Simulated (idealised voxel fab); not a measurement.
process module | voxel ribs on slabs
cross-section cut | 155 nm wide | cells 5 nm
A cross-section is a grid of square cells, given in bands from the top down. A band is one or more rows of cells.
Each band's line starts with the height of the band's top and of its bottom, in nm. Then come its materials from left to right, each with its width in nm. One material with "throughout" fills the band from edge to edge. "air" is empty space.
Height 0 is the level under which the wafer as received is all one material. The lowest band goes on downwards, as in "0 down".
A width such as "30 to 40" changes by the same amount from each row of cells to the next, from the band's top row to its bottom row.
"no change" after a step means that no cell of the cross-section changed.
closed voids: empty space of 8 cells or more with no open way to the top, each as width x height at its distance from the left edge, in nm
after a step's settings: what the simulator itself notes on the step
overlay nm, on a step with a mask: how far to the right of its planned place the mask lay; to the left if negative
plan
1 op RECEIVE | material Si
2 op DIRECTIONAL_DEP | material SiO2 | thk nm 20
3 op DIRECTIONAL_DEP | material SiN | thk nm 15
4 op DIRECTIONAL_DEP | material aC | thk nm 15
5 op PATTERN | tone cover | mask id RIB | material resist | width nm 30 | thk nm 35 | overlay nm 0
6 op DIRECTIONAL_ETCH | etch materials aC | depth nm 15
7 op STRIP | etch materials resist
8 op DIRECTIONAL_ETCH | etch materials SiN | depth nm 10
9 op STRIP | etch materials aC
10 op MASKED_ETCH | tone cover | mask id SLAB | width nm 90 | etch materials SiN | depth nm 5 | overlay nm 0
11 op FILL_DEP | material SiO2 | thk nm 15
12 op CMP | height nm 45
13 op DIRECTIONAL_DEP | material W | thk nm 5
14 op MASKED_ETCH | tone cover | mask id HEATER | width nm 40 | etch materials W | depth nm 5 | overlay nm 0
15 op CONFORMAL_DEP | material SiN | thk nm 10
as received, after step 1
  0 down: Si throughout
  closed voids: none
first wafer at the end, as planned
  60 to 55: air 45 | SiN 60 | air 50
  55 to 50: SiN throughout
  50 to 45: SiN 55 | W 40 | SiN 60
  45 to 35: SiO2 throughout
  35 to 25: SiO2 60 | SiN 30 | SiO2 65
  25 to 20: SiO2 30 | SiN 90 | SiO2 35
  20 to 0: SiO2 throughout
  0 down: Si throughout
  closed voids: none
second wafer at the end: like start, like plan, one mistake
  60 to 55: air 45 | SiN 60 | air 50
  55 to 50: SiN throughout
  50 to 45: SiN 55 | W 40 | SiN 60
  45 to 35: SiO2 throughout
  35 to 25: SiO2 60 | SiN 30 | SiO2 65
  25 to 20: SiO2 30 | SiN 95 | SiO2 30
  20 to 0: SiO2 throughout
  0 down: Si throughout
  closed voids: none
what went wrong: step 10 ran as: op MASKED_ETCH | tone cover | mask id SLAB | width nm 95 | etch materials SiN | depth nm 5 | overlay nm 0
at the end the second wafer has, in cells: 1 more of SiN | 1 fewer of SiO2
